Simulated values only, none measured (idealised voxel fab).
process module | voxel wiring stack
cross-section cut | 235 nm wide | cells 5 nm
A cross-section is a grid of square cells, given in bands from the top down. A band is one or more rows of cells.
Each band's line starts with the height of the band's top and of its bottom, in nm. Then come its materials from left to right, each with its width in nm. One material with "throughout" fills the band from edge to edge. "air" is empty space.
Height 0 is the level under which the wafer as received is all one material. The lowest band goes on downwards, as in "0 down".
A width such as "30 to 40" changes by the same amount from each row of cells to the next, from the band's top row to its bottom row.
"no change" after a step means that no cell of the cross-section changed.
closed voids: empty space of 8 cells or more with no open way to the top, each as width x height at its distance from the left edge, in nm
after a step's settings: what the simulator itself notes on the step
overlay nm, on a step with a mask: how far to the right of its planned place the mask lay; to the left if negative
plan
1 op RECEIVE | material Si
2 op CONFORMAL_DEP | material SiO2 | thk nm 10
3 op CONFORMAL_DEP | material SiN | thk nm 5
4 op DIRECTIONAL_DEP | material lowk | thk nm 20
5 op DIRECTIONAL_DEP | material aC | thk nm 10
6 op PATTERN | tone open | mask id METAL_1 | material resist | width nm 20 | pitch nm 45 | thk nm 30 | overlay nm 0
7 op DIRECTIONAL_ETCH | etch materials aC | depth nm 10
8 op STRIP | etch materials resist
9 op DIRECTIONAL_ETCH | etch materials lowk | depth nm 10
10 op DIRECTIONAL_ETCH | etch materials SiN | depth nm 5
11 op STRIP | etch materials aC
12 op CONFORMAL_DEP | material TiN | thk nm 5
13 op FILL_DEP | material Ru | thk nm 5
14 op CMP | height nm 35
15 op CONFORMAL_DEP | material SiCN | thk nm 5
16 op DIRECTIONAL_DEP | material lowk | thk nm 35
17 op MASKED_ETCH | tone open | mask id METAL_2_HOLES | width nm 15 | pitch nm 45 | etch materials lowk | depth nm 35 | overlay nm 0
18 op DIRECTIONAL_DEP | material aC | thk nm 10
19 op PATTERN | tone open | mask id METAL_2 | material resist | width nm 20 | pitch nm 45 | thk nm 25 | overlay nm 0
20 op DIRECTIONAL_ETCH | etch materials aC | depth nm 10
21 op STRIP | etch materials resist
22 op DIRECTIONAL_ETCH | etch materials lowk | depth nm 20
23 op DIRECTIONAL_ETCH | etch materials SiCN | depth nm 5
24 op STRIP | etch materials aC
25 op CONFORMAL_DEP | material TiN | thk nm 5
26 op FILL_DEP | material Ru | thk nm 5
27 op CMP | height nm 75
28 op CONFORMAL_DEP | material SiCN | thk nm 5
varied across the wafers: depth nm of step 9. The plan shows the first wafer's value. All wafers start alike
first wafer as received, after step 1
  0 down: Si throughout
  closed voids: none
each wafer at the end: cells of each material gained (+) or lost (-) since it was received, then its closed voids
depth nm 10 | +24 Ru | +88 SiCN | +47 SiN | +94 SiO2 | +48 TiN | +451 lowk | closed voids: none
depth nm 15 | +28 Ru | +88 SiCN | +47 SiN | +94 SiO2 | +52 TiN | +443 lowk | closed voids: none
depth nm 20 | +36 Ru | +88 SiCN | +39 SiN | +94 SiO2 | +60 TiN | +435 lowk | closed voids: none
depth nm 25 | +36 Ru | +88 SiCN | +39 SiN | +94 SiO2 | +60 TiN | +435 lowk | closed voids: none
depth nm 30 | +36 Ru | +88 SiCN | +39 SiN | +94 SiO2 | +60 TiN | +435 lowk | closed voids: none
depth nm 35 | +36 Ru | +88 SiCN | +39 SiN | +94 SiO2 | +60 TiN | +435 lowk | closed voids: none
